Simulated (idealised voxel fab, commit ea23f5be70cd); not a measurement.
process module | voxel ribs on slabs
Each square cell in cross-section cut measures 5 nm, and the section as a whole is 210 nm wide.
A cross-section is written here as square cells arranged in a grid, and it is given in bands from the top down, each band taking up one or more rows of cells. What a band's entry tells you: where the top is and where the bottom is, as heights in nm, and after that what lies inside, material by material from left to right, each with its width in nm. Empty space is written as the word "blank", and a single material marked with the word "full width" occupies the band from edge to edge. Heights are reckoned from 0. Under this level, the received wafer is all of one material. The bottommost band is open-ended downward, for example "0 and below". Note: "30->40" means the width goes from the first number (top row of the band) to the second number (bottom row) in equal steps per row of cells. "no modification" -> step changed no cross-section cell. Basically, "Enclosed void catalog" tells you about the enclosed voids: empty spaces with no open way to the top, 8 cells or bigger, each written width x height at distance, where distance is from the left edge, all in nm. Note: text after step settings on the step line = simulator remark on that step. If you see "overlay nm" on a step's line and that step has a mask, it's telling you how far right of where it was planned the mask ended up; a negative number means it went left instead.

PLAN
- 1: RECEIVE | material Si
- 2: DIRECTIONAL_DEP | material SiO2 | thk nm 25
- 3: DIRECTIONAL_DEP | material SiN | thk nm 25
- 4: MASKED_ETCH | tone cover | mask id RIB | width nm 15 | etch materials SiN | depth nm 10 | overlay nm 0
- 5: PATTERN | tone cover | mask id SLAB | material resist | width nm 55 | thk nm 15 | overlay nm 0
- 6: DIRECTIONAL_ETCH | etch materials SiN | depth nm 15
- 7: STRIP | etch materials resist
- 8: FILL_DEP | material SiO2 | thk nm 25
- 9: CMP | height nm 70
- 10: DIRECTIONAL_DEP | material TiN | thk nm 5
- 11: PATTERN | tone cover | mask id HEATER | material resist | width nm 25 | thk nm 20 | overlay nm 0
- 12: DIRECTIONAL_ETCH | etch materials TiN | depth nm 5
- 13: STRIP | etch materials resist
- 14: CONFORMAL_DEP | material SiN | thk nm 10
What sets these wafers apart? The width nm at step 5. They all start alike, and the plan carries the first wafer's value.

CUT THROUGH THE FIRST OF SEVERAL WAFERS AS RECEIVED, POST STEP 1
0 and below: Si full width
Enclosed void catalog: none

CROSS-SECTIONAL REPRESENTATION OF THE FIRST OF SEVERAL WAFERS AT THE END OF THE MODULE, I.E. AFTER ITS TERMINAL STEP, STEP 14
85 down to 80: 80 of blank, 45 of SiN, 85 of blank
80 down to 75: SiN full width
75 down to 70: 90 of SiN, 25 of TiN, 95 of SiN
70 down to 50: SiO2 full width
50 down to 40: 95 of SiO2, 15 of SiN, 100 of SiO2
40 down to 25: 75 of SiO2, 55 of SiN, 80 of SiO2
25 down to 0: SiO2 full width
0 and below: Si full width
Enclosed void catalog: none

LAST WAFER OF THE SET, CROSS-SECTIONED AT END OF MODULE
85 down to 80: 80 of blank, 45 of SiN, 85 of blank
80 down to 75: SiN full width
75 down to 70: 90 of SiN, 25 of TiN, 95 of SiN
70 down to 50: SiO2 full width
50 down to 40: 95 of SiO2, 15 of SiN, 100 of SiO2
40 down to 25: 65 of SiO2, 80 of SiN, 65 of SiO2
25 down to 0: SiO2 full width
0 and below: Si full width
Enclosed void catalog: none

TAKE ANY ROW AND YOU HAVE A WAFER AT THE END OF THE MODULE: HOW MANY CELLS OF EACH MATERIAL IT HAS GAINED (+) OR LOST (-) SINCE IT WAS RECEIVED, AND THEN ITS CLOSED VOIDS
width nm 55 | +127 SiN | +549 SiO2 | +5 TiN | Enclosed void catalog: none
width nm 60 | +130 SiN | +546 SiO2 | +5 TiN | Enclosed void catalog: none
width nm 65 | +133 SiN | +543 SiO2 | +5 TiN | Enclosed void catalog: none
width nm 70 | +136 SiN | +540 SiO2 | +5 TiN | Enclosed void catalog: none
width nm 75 | +139 SiN | +537 SiO2 | +5 TiN | Enclosed void catalog: none
width nm 80 | +142 SiN | +534 SiO2 | +5 TiN | Enclosed void catalog: none
